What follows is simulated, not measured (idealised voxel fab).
Herein follows the process module entitled voxel capacitor over wiring.
Each square cell in cross-section cut measures 5 nm, and the section as a whole is 280 nm wide.
Cross-section = grid of square cells, listed top down in bands; band = one or more rows.
It is stipulated that each band's entry specify, in nanometres, the height of the top of the band and then that of its bottom, followed by the materials of the band in left-to-right sequence, each together with its width in nanometres. A single material marked by the word "full width" is understood to fill the band from edge to edge; the word "empty" is understood to denote empty space.
Height datum 0, below which the as-received substrate wafer is one material. Lowest band open at the bottom, running downward: "0 down".
Width "30 to 40": first value at the band's top row of cells, second value at its bottom row, equal change from row to row.
Where a step carries "changes: none", the cross-section came out of it unchanged, cell for cell.
This entry, "Completely enclosed voids", enumerates those empty regions of no fewer than 8 cells that possess no open connection to the top. Each region is reported in the form width x height at distance, the distance being taken from the left edge, with all three quantities expressed in nm.
Post-settings text on a step line: simulator's own remark regarding the step.
The line of a step may include "overlay nm". On a step with a mask, this value is how far to the right of its planned place the mask lay. A negative value means the mask lay to the left.

plan:
1. RECEIVE: material Si
2. CONFORMAL_DEP: material SiO2, thk nm 15
3. DIRECTIONAL_DEP: material TiN, thk nm 5
4. DIRECTIONAL_DEP: material W, thk nm 15
5. PATTERN: tone cover, mask id METAL_1, material resist, width nm 30, pitch nm 100, thk nm 20, overlay nm 0
6. DIRECTIONAL_ETCH: etch materials W, depth nm 15
7. DIRECTIONAL_ETCH: etch materials TiN, depth nm 5
8. STRIP: etch materials resist
9. FILL_DEP: material lowk, thk nm 5
10. CMP: height nm 35
11. CONFORMAL_DEP: material SiCN, thk nm 5
12. DIRECTIONAL_DEP: material lowk, thk nm 20
13. DIRECTIONAL_DEP: material aC, thk nm 10
14. PATTERN: tone open, mask id PLUG_1, material resist, width nm 15, thk nm 30, overlay nm 0
15. DIRECTIONAL_ETCH: etch materials aC, depth nm 10
16. STRIP: etch materials resist
17. DIRECTIONAL_ETCH: etch materials lowk, depth nm 20
18. DIRECTIONAL_ETCH: etch materials SiCN, depth nm 5
19. STRIP: etch materials aC
20. EPI: material Ru, thk nm 10
21. EPI: material Ru, thk nm 10
22. EPI: material Ru, thk nm 5
23. DIRECTIONAL_DEP: material TiN, thk nm 5
24. DIRECTIONAL_DEP: material HfO2, thk nm 5
25. DIRECTIONAL_DEP: material TiN, thk nm 10
26. MASKED_ETCH: tone cover, mask id UPPER_PLATE, width nm 75, etch materials TiN, depth nm 10, overlay nm 0
27. MASKED_ETCH: tone cover, mask id UPPER_PLATE, width nm 75, etch materials HfO2, depth nm 5, overlay nm 0
28. DIRECTIONAL_DEP: material aC, thk nm 10
29. PATTERN: tone cover, mask id LOWER_PLATE, material resist, width nm 85, thk nm 30, overlay nm 0
30. DIRECTIONAL_ETCH: etch materials aC, depth nm 10
31. STRIP: etch materials resist
32. DIRECTIONAL_ETCH: etch materials TiN, depth nm 5
33. STRIP: etch materials aC
34. FILL_DEP: material SiO2, thk nm 20
35. CMP: height nm 95
36. DIRECTIONAL_DEP: material aC, thk nm 15
37. PATTERN: tone open, mask id PLUG_2, material resist, width nm 15, thk nm 30, overlay nm 0
38. DIRECTIONAL_ETCH: etch materials aC, depth nm 15
39. STRIP: etch materials resist
40. DIRECTIONAL_ETCH: etch materials SiO2, depth nm 15
41. STRIP: etch materials aC
42. CONFORMAL_DEP: material TiN, thk nm 5
43. FILL_DEP: material Ru, thk nm 5
44. CMP: height nm 95
45. CONFORMAL_DEP: material SiCN, thk nm 5

As received (post step 1): cross-section:
> 0 down: Si full width
> Completely enclosed voids: none

One mistake in running the module, otherwise start and plan as above: cross-section at the end:
> 100 to 95: SiCN full width
> 95 to 85: SiO2 100; TiN 5; Ru 5; TiN 5; SiO2 165
> 85 to 80: SiO2 100; TiN 15; SiO2 165
> 80 to 70: SiO2 90; TiN 75; SiO2 115
> 70 to 65: SiO2 90; HfO2 75; SiO2 115
> 65 to 60: SiO2 85; TiN 85; SiO2 110
> 60 to 40: lowk 90; Ru 15; lowk 175
> 40 to 35: SiCN 90; Ru 15; SiCN 175
> 35 to 30: lowk 75; TiN 30; lowk 70; TiN 30; lowk 75
> 30 to 0: SiO2 full width
> 0 down: Si full width
> Completely enclosed voids: none
What went wrong in running the wafer? step 2 of the plan was carried out twice
